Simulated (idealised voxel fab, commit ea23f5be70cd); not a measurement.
The document below concerns the process module designated voxel fin reveal.
cross-section cut | 210 nm wide | cells 5 nm
Notation: cross-section as square-cell grid; stated in bands, top first, going down; one or more cell rows per band. A band entry consists of two parts. The first gives the height of the band's top and the height of its bottom, in nm. The rest lists the band's materials from left to right, each with its width in nm. A single material labelled with the word "edge to edge" fills the band from edge to edge, and the word "air" marks empty space. It should be noted that heights are counted from 0, beneath which the wafer as supplied is of one material throughout, and that the lowest band possesses no lower boundary but continues downward, as written in "0 and below". Think of "30..40" as a width that walks from the first number to the second as you go down the band, top row to bottom row, taking equal-sized steps from row to row. What does "no change occurred" mean for a step? It means no cell of the cross-section changed in that step. Under "Enclosed voids" you'll find the enclosed gaps, the ones with no way out to the top, that are 8 cells or bigger; each reads width x height at distance, with distance counted from the left edge, everything in nm. What comes after the settings on a step's line is commentary from the simulator itself on that step. overlay nm: mask offset rightward from planned place, masked step; negative means leftward offset.

List of planned process steps:
1 RECEIVE [material Si]
2 CONFORMAL_DEP [material SiN] [thk nm 5]
3 PATTERN [tone cover] [mask id FINS] [material resist] [width nm 15] [pitch nm 40] [thk nm 20] [overlay nm 0]
4 DIRECTIONAL_ETCH [etch materials SiN] [depth nm 5]
5 DIRECTIONAL_ETCH [etch materials Si] [depth nm 35]
6 STRIP [etch materials resist]
7 FILL_DEP [material SiO2] [thk nm 5]
8 CMP [height nm 5]
9 SELECTIVE_ETCH [etch materials SiO2] [depth nm 30]
10 STRIP [etch materials SiN]
11 CONFORMAL_DEP [material HfO2] [thk nm 5]
Among the wafers covered here, the point of difference is the width nm at step 3; their starting state is shared, and the plan presents the value of the first wafer.

Cross-section of the first incoming wafer of several, state after step 1:
	0 and below = Si edge to edge
	Enclosed voids: none

Quick key for the table: a row per wafer, taken at the end of the module. For each material it tells you how many cells the wafer gained (+) or lost (-) since it came in, and the closed voids come after:
width nm 15; +82 HfO2; -210 Si; +60 SiO2; Enclosed voids: none
width nm 20; +82 HfO2; -182 Si; +52 SiO2; Enclosed voids: none
width nm 25; +82 HfO2; -154 Si; +44 SiO2; Enclosed voids: none
